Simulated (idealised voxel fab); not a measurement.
process module | voxel released beams
cross-section cut | 280 nm wide | cells 5 nm
A cross-section is a grid of square cells, given in bands from the top down. A band is one or more rows of cells.
Each band's line starts with the height of the band's top and of its bottom, in nm. Then come its materials from left to right, each with its width in nm. One material with "throughout" fills the band from edge to edge. "air" is empty space.
Height 0 is the level under which the wafer as received is all one material. The lowest band goes on downwards, as in "0 down".
A width such as "30 to 40" changes by the same amount from each row of cells to the next, from the band's top row to its bottom row.
"no change" after a step means that no cell of the cross-section changed.
closed voids: empty space of 8 cells or more with no open way to the top, each as width x height at its distance from the left edge, in nm
after a step's settings: what the simulator itself notes on the step
overlay nm, on a step with a mask: how far to the right of its planned place the mask lay; to the left if negative
plan
1 op RECEIVE | material Si
2 op CONFORMAL_DEP | material SiN | thk nm 10
3 op DIRECTIONAL_DEP | material SiO2 | thk nm 15
4 op MASKED_ETCH | tone open | mask id ANCHOR | width nm 30 | etch materials SiO2 | depth nm 15 | overlay nm 0
5 op CONFORMAL_DEP | material W | thk nm 10
6 op DIRECTIONAL_DEP | material aC | thk nm 10
7 op PATTERN | tone cover | mask id BEAM | material resist | width nm 85 | thk nm 30 | overlay nm 0
8 op DIRECTIONAL_ETCH | etch materials aC | depth nm 10
9 op STRIP | etch materials resist
10 op DIRECTIONAL_ETCH | etch materials W | depth nm 10
11 op STRIP | etch materials aC
12 op STRIP | etch materials SiO2
first wafer, as planned
as received, after step 1
  0 down: Si throughout
  closed voids: none
after step 2
  10 to 0: SiN throughout
  below 0: unchanged
after step 3
  25 to 10: SiO2 throughout
  below 10: unchanged
after step 4
  25 to 10: SiO2 100 | air 30 | SiO2 150
  below 10: unchanged
after step 5
  35 to 25: W 110 | air 10 | W 160
  25 to 20: SiO2 100 | W 10 | air 10 | W 10 | SiO2 150
  20 to 10: SiO2 100 | W 30 | SiO2 150
  below 10: unchanged
after step 6
  45 to 35: aC 110 | air 10 | aC 160
  35 to 30: W 110 | air 10 | W 160
  30 to 25: W 110 | aC 10 | W 160
  25 to 20: SiO2 100 | W 10 | aC 10 | W 10 | SiO2 150
  below 20: unchanged
after step 7
  75 to 45: air 95 | resist 85 | air 100
  45 to 35: aC 110 | resist 10 | aC 160
  35 to 30: W 110 | resist 10 | W 160
  below 30: unchanged
after step 8
  65 to 45: air 95 | resist 85 | air 100
  45 to 35: air 95 | aC 15 | resist 10 | aC 60 | air 100
  below 35: unchanged
after step 9
  45 to 35: air 95 | aC 15 | air 10 | aC 60 | air 100
  35 to 30: W 110 | air 10 | W 160
  below 30: unchanged
after step 10
  45 to 35: air 95 | aC 15 | air 10 | aC 60 | air 100
  35 to 30: air 95 | W 15 | air 10 | W 60 | air 100
  30 to 25: air 95 | W 15 | aC 10 | W 60 | air 100
  below 25: unchanged
after step 11
  35 to 25: air 95 | W 15 | air 10 | W 60 | air 100
  25 to 20: SiO2 100 | W 10 | air 10 | W 10 | SiO2 150
  below 20: unchanged
after step 12
  35 to 25: air 95 | W 15 | air 10 | W 60 | air 100
  25 to 20: air 100 | W 10 | air 10 | W 10 | air 150
  20 to 10: air 100 | W 30 | air 150
  below 10: unchanged
second wafer: like start, like plan, one mistake. Through step 6 it matches the first wafer
when step 7 should have ended
  75 to 45: air 95 | resist 90 | air 95
  45 to 35: aC 110 | resist 10 | aC 160
  35 to 30: W 110 | resist 10 | W 160
  below 30: unchanged
when step 8 should have ended
  65 to 45: air 95 | resist 90 | air 95
  45 to 35: air 95 | aC 15 | resist 10 | aC 65 | air 95
  below 35: unchanged
when step 9 should have ended
  45 to 35: air 95 | aC 15 | air 10 | aC 65 | air 95
  35 to 30: W 110 | air 10 | W 160
  below 30: unchanged
when step 10 should have ended
  45 to 35: air 95 | aC 15 | air 10 | aC 65 | air 95
  35 to 30: air 95 | W 15 | air 10 | W 65 | air 95
  30 to 25: air 95 | W 15 | aC 10 | W 65 | air 95
  below 25: unchanged
when step 11 should have ended
  35 to 25: air 95 | W 15 | air 10 | W 65 | air 95
  25 to 20: SiO2 100 | W 10 | air 10 | W 10 | SiO2 150
  below 20: unchanged
when step 12 should have ended
  35 to 25: air 95 | W 15 | air 10 | W 65 | air 95
  25 to 20: air 100 | W 10 | air 10 | W 10 | air 150
  20 to 10: air 100 | W 30 | air 150
  below 10: unchanged
what went wrong: step 7 ran as: op PATTERN | tone cover | mask id BEAM | material resist | width nm 90 | thk nm 30 | overlay nm 0
at the end the second wafer has, in cells: 2 more of W
